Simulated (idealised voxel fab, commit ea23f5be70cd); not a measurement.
Module name: voxel wiring stack (process module)
Each square cell in cross-section cut measures 5 nm, and the section as a whole is 285 nm wide.
We lay out every cross-section as a grid of square cells and spell it out in bands from the top down, where one band means one or more rows of cells.
Look at the band entry: it leads with the top's height and the bottom's height in nm. Then it lists the materials left to right, with a width in nm for each. The word "edge to edge" on a single material says that material fills the band edge to edge. The word "air" is empty space.
Note: height 0 marks the level under which the wafer is uniformly one material as received. Lowest band unbounded below, written "0 nm and below".
It should be noted that a width expressed as "30..40" varies in equal increments from row to row of cells within the band, taking the value of the first number at the top row and that of the second number at the bottom row.
"remained the same" for a step: no cell of the cross-section changed in that step.
The entry "Enclosed empty spaces" lists the empty spaces that cover at least 8 cells and have no open path to the top. Each is written as width x height at distance, where the distance is measured from the left edge and all three values are in nm.
That trailing text on a step's line, after the settings, is the simulator's own remark on the step.
The optional step-line setting "overlay nm" applies to steps with a mask and quantifies how far to the right of its planned location the mask lay, a negative value indicating leftward placement.
### The process steps that were planned are listed below
step 1: RECEIVE with material Si
step 2: CONFORMAL_DEP with material SiO2, thk nm 15
step 3: DIRECTIONAL_DEP with material TiN, thk nm 5
step 4: DIRECTIONAL_DEP with material Ru, thk nm 15
step 5: MASKED_ETCH with tone cover, mask id METAL_1, width nm 20, pitch nm 40, etch materials Ru, depth nm 15, overlay nm 0
step 6: MASKED_ETCH with tone cover, mask id METAL_1, width nm 20, pitch nm 40, etch materials TiN, depth nm 5, overlay nm 0
step 7: CONFORMAL_DEP with material SiN, thk nm 5
step 8: FILL_DEP with material SiO2, thk nm 5
step 9: CMP with height nm 35
step 10: CONFORMAL_DEP with material SiCN, thk nm 5
step 11: DIRECTIONAL_DEP with material SiO2, thk nm 30
step 12: MASKED_ETCH with tone open, mask id METAL_2, width nm 20, pitch nm 40, etch materials SiO2, depth nm 10, overlay nm 0
step 13: MASKED_ETCH with tone open, mask id METAL_2_HOLES, width nm 15, pitch nm 40, etch materials SiO2, depth nm 10, overlay nm 0
step 14: MASKED_ETCH with tone open, mask id METAL_2_HOLES, width nm 15, pitch nm 40, etch materials SiCN, depth nm 5, overlay nm 0
step 15: CONFORMAL_DEP with material TiN, thk nm 5
step 16: FILL_DEP with material Ru, thk nm 10
step 17: CMP with height nm 70
step 18: CONFORMAL_DEP with material SiCN, thk nm 5
The wafers in this document start out alike and differ in the depth nm applied at step 12; the plan shows the value used for the first wafer.
### Cross-sectional view of the first of several wafers in the as-received condition, corresponding to the state following step 1
> 0 nm and below | Si edge to edge
> Enclosed empty spaces: none
### Below is a per-wafer table. In it, each row describes the wafer at the end of the module by giving, for each material, the number of cells gained (+) or lost (-) since the wafer was received, and after that the closed voids of the wafer
depth nm 10, +64 Ru, +114 SiCN, +65 SiN, +556 SiO2, +56 TiN, Enclosed empty spaces: none
depth nm 15, +72 Ru, +114 SiCN, +65 SiN, +540 SiO2, +64 TiN, Enclosed empty spaces: none
depth nm 20, +84 Ru, +102 SiCN, +65 SiN, +524 SiO2, +80 TiN, Enclosed empty spaces: none
depth nm 25, +88 Ru, +102 SiCN, +65 SiN, +520 SiO2, +80 TiN, Enclosed empty spaces: none
depth nm 30, +92 Ru, +102 SiCN, +65 SiN, +516 SiO2, +80 TiN, Enclosed empty spaces: none
depth nm 35, +92 Ru, +102 SiCN, +65 SiN, +516 SiO2, +80 TiN, Enclosed empty spaces: none
